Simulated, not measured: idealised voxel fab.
The following process module bears the name voxel transistor to metal.
Cross-section cut: width 185 nm, square cells of 5 nm.
Each cross-section below is a grid of square cells, stated as bands in top-down order, with one or more rows of cells making up each band.
Look at the band entry: it leads with the top's height and the bottom's height in nm. Then it lists the materials left to right, with a width in nm for each. The word "throughout" on a single material says that material fills the band edge to edge. The word "air" is empty space.
It should be noted that heights are counted from 0, beneath which the wafer as supplied is of one material throughout, and that the lowest band possesses no lower boundary but continues downward, as written in "0 and below".
Read "30 to 40" as a graded width: first number on top, second number at the bottom, same change between each pair of neighbouring rows.
"all unchanged" (step): cross-section cells unchanged, all of them.
Listed in "Trapped voids": every empty space of 8 or more cells without an open way to the top. Form: width x height at distance, the distance being from the left edge, all in nm.
Where a step's line continues beyond its settings, the continuation is a remark by the simulator itself on that step.
A step's line can hold "overlay nm"; with a mask on that step, the setting says how far right of the planned place the mask lay, while a negative setting says it lay to the left.
# The steps planned for the process are as follows
| 1 | RECEIVE with material Si |
| 2 | OXIDIZE with depth nm 5 |
| 3 | CONFORMAL_DEP with material SiN, thk nm 10 |
| 4 | DIRECTIONAL_DEP with material aC, thk nm 10 |
| 5 | PATTERN with tone cover, mask id ACTIVE, material resist, width nm 120, thk nm 25, overlay nm 0 |
| 6 | DIRECTIONAL_ETCH with etch materials aC, depth nm 10 |
| 7 | STRIP with etch materials resist |
| 8 | DIRECTIONAL_ETCH with etch materials SiN, depth nm 10 |
| 9 | DIRECTIONAL_ETCH with etch materials SiO2, depth nm 5 |
| 10 | DIRECTIONAL_ETCH with etch materials Si, depth nm 20 |
| 11 | STRIP with etch materials aC |
| 12 | OXIDIZE with depth nm 5 |
| 13 | FILL_DEP with material SiO2, thk nm 5 |
| 14 | CMP with height nm 10 |
| 15 | SELECTIVE_ETCH with etch materials SiO2, depth nm 5 |
| 16 | STRIP with etch materials SiN |
| 17 | SELECTIVE_ETCH with etch materials SiO2, depth nm 5 |
| 18 | OXIDIZE with depth nm 5 |
| 19 | DIRECTIONAL_DEP with material polySi, thk nm 25 |
| 20 | DIRECTIONAL_DEP with material SiCN, thk nm 10 |
| 21 | PATTERN with tone cover, mask id GATE, material resist, width nm 30, thk nm 15, overlay nm 0 |
| 22 | DIRECTIONAL_ETCH with etch materials SiCN, depth nm 20 |
| 23 | DIRECTIONAL_ETCH with etch materials polySi, depth nm 35 |
| 24 | STRIP with etch materials resist |
| 25 | CONFORMAL_DEP with material SiO2, thk nm 5 |
| 26 | DIRECTIONAL_ETCH with etch materials SiO2, depth nm 5 |
| 27 | CONFORMAL_DEP with material SiN, thk nm 5 |
| 28 | DIRECTIONAL_ETCH with etch materials SiN, depth nm 5 |
| 29 | DIRECTIONAL_ETCH with etch materials SiO2, depth nm 5 |
| 30 | DIRECTIONAL_ETCH with etch materials Si, depth nm 5 |
| 31 | EPI with material SiGe, thk nm 5 |
| 32 | FILL_DEP with material SiO2, thk nm 5 |
| 33 | CMP with height nm 20 |
| 34 | STRIP with etch materials polySi |
| 35 | SELECTIVE_ETCH with etch materials SiO2, depth nm 5 |
| 36 | CONFORMAL_DEP with material HfO2, thk nm 5 |
| 37 | CONFORMAL_DEP with material TiN, thk nm 5 |
| 38 | FILL_DEP with material W, thk nm 5 |
| 39 | CMP with height nm 15 |
| 40 | DIRECTIONAL_DEP with material SiO2, thk nm 15 |
| 41 | PATTERN with tone open, mask id CONTACT, material resist, width nm 15, pitch nm 85, thk nm 15, overlay nm 0 |
| 42 | DIRECTIONAL_ETCH with etch materials SiO2, depth nm 40 |
| 43 | STRIP with etch materials resist |
| 44 | CONFORMAL_DEP with material TiN, thk nm 5 |
| 45 | FILL_DEP with material Ru, thk nm 10 |
| 46 | CMP with height nm 30 |
| 47 | CONFORMAL_DEP with material SiN, thk nm 5 |
| 48 | DIRECTIONAL_DEP with material SiO2, thk nm 25 |
| 49 | PATTERN with tone open, mask id METAL_1, material resist, width nm 15, pitch nm 85, thk nm 20, overlay nm 0 |
| 50 | DIRECTIONAL_ETCH with etch materials SiO2, depth nm 25 |
| 51 | DIRECTIONAL_ETCH with etch materials SiN, depth nm 5 |
| 52 | STRIP with etch materials resist |
| 53 | CONFORMAL_DEP with material TiN, thk nm 5 |
| 54 | FILL_DEP with material Cu, thk nm 10 |
| 55 | CMP with height nm 60 |
| 56 | CONFORMAL_DEP with material SiCN, thk nm 5 |
# Wafer at receipt (post step 1), cross-section
	0 and below = Si throughout
	Trapped voids: none
# End-of-module cross-section of the first of two wafers, processed as planned
	65 down to 60 = SiCN throughout
	60 down to 35 = 40 nm SiO2 | 5 nm TiN | 5 nm Cu | 5 nm TiN | 70 nm SiO2 | 5 nm TiN | 5 nm Cu | 5 nm TiN | 45 nm SiO2
	35 down to 30 = 40 nm SiN | 15 nm TiN | 70 nm SiN | 15 nm TiN | 45 nm SiN
	30 down to 15 = 40 nm SiO2 | 5 nm TiN | 5 nm Ru | 5 nm TiN | 70 nm SiO2 | 5 nm TiN | 5 nm Ru | 5 nm TiN | 45 nm SiO2
	15 down to 0 = 40 nm SiO2 | 5 nm TiN | 5 nm Ru | 5 nm TiN | 10 nm SiO2 | 5 nm SiN | 5 nm HfO2 | 5 nm TiN | 20 nm W | 5 nm TiN | 5 nm HfO2 | 5 nm SiN | 10 nm SiO2 | 5 nm TiN | 5 nm Ru | 5 nm TiN | 45 nm SiO2
	0 down to -5 = 30 nm SiO2 | 5 nm SiN | 5 nm SiO2 | 5 nm TiN | 5 nm Ru | 5 nm TiN | 10 nm SiO2 | 5 nm SiN | 5 nm HfO2 | 30 nm TiN | 5 nm HfO2 | 5 nm SiN | 10 nm SiO2 | 5 nm TiN | 5 nm Ru | 5 nm TiN | 5 nm SiO2 | 5 nm SiN | 35 nm SiO2
	-5 down to -10 = 40 nm SiO2 | 15 nm TiN | 5 nm SiO2 | 5 nm SiGe | 5 nm SiO2 | 40 nm HfO2 | 5 nm SiO2 | 5 nm SiGe | 5 nm SiO2 | 15 nm TiN | 45 nm SiO2
	-10 down to -15 = 35 nm SiO2 | 30 nm SiGe | 50 nm Si | 30 nm SiGe | 40 nm SiO2
	-15 down to -30 = 35 nm SiO2 | 110 nm Si | 40 nm SiO2
	-30 and below = Si throughout
	Trapped voids: none
# What the second wafer looks like in cross-section once the module is done. Its start and its plan matched the first wafer's exactly; what differed was one mistake in how it was run
	65 down to 60 = SiCN throughout
	60 down to 35 = 40 nm SiO2 | 5 nm TiN | 5 nm Cu | 5 nm TiN | 70 nm SiO2 | 5 nm TiN | 5 nm Cu | 5 nm TiN | 45 nm SiO2
	35 down to 30 = 40 nm SiN | 15 nm TiN | 70 nm SiN | 15 nm TiN | 45 nm SiN
	30 down to 15 = 40 nm SiO2 | 5 nm TiN | 5 nm Ru | 5 nm TiN | 70 nm SiO2 | 5 nm TiN | 5 nm Ru | 5 nm TiN | 45 nm SiO2
	15 down to 0 = 40 nm SiO2 | 5 nm TiN | 5 nm Ru | 5 nm TiN | 10 nm SiO2 | 5 nm SiN | 5 nm HfO2 | 5 nm TiN | 20 nm W | 5 nm TiN | 5 nm HfO2 | 5 nm SiN | 10 nm SiO2 | 5 nm TiN | 5 nm Ru | 5 nm TiN | 45 nm SiO2
	0 down to -5 = 30 nm SiO2 | 5 nm SiN | 5 nm SiO2 | 5 nm TiN | 5 nm Ru | 5 nm TiN | 10 nm SiO2 | 5 nm SiN | 5 nm HfO2 | 30 nm TiN | 5 nm HfO2 | 5 nm SiN | 10 nm SiO2 | 5 nm TiN | 5 nm Ru | 5 nm TiN | 5 nm SiO2 | 5 nm SiN | 35 nm SiO2
	-5 down to -10 = 40 nm SiO2 | 15 nm TiN | 5 nm SiO2 | 5 nm SiGe | 5 nm SiO2 | 40 nm HfO2 | 5 nm SiO2 | 5 nm SiGe | 5 nm SiO2 | 15 nm TiN | 45 nm SiO2
	-10 down to -20 = 60 nm SiO2 | 5 nm SiGe | 50 nm Si | 5 nm SiGe | 65 nm SiO2
	-20 down to -25 = 35 nm SiO2 | 30 nm SiGe | 50 nm Si | 30 nm SiGe | 40 nm SiO2
	-25 down to -30 = 35 nm SiO2 | 110 nm Si | 40 nm SiO2
	-30 and below = Si throughout
	Trapped voids: none
Processing error: in deviation from the planned setting, step 30 was conducted as DIRECTIONAL_ETCH with etch materials Si, depth nm 15
Counted in cells at the end, the second wafer holds more or fewer of these materials than the first: 24 fewer of Si, 4 more of SiGe, 20 more of SiO2
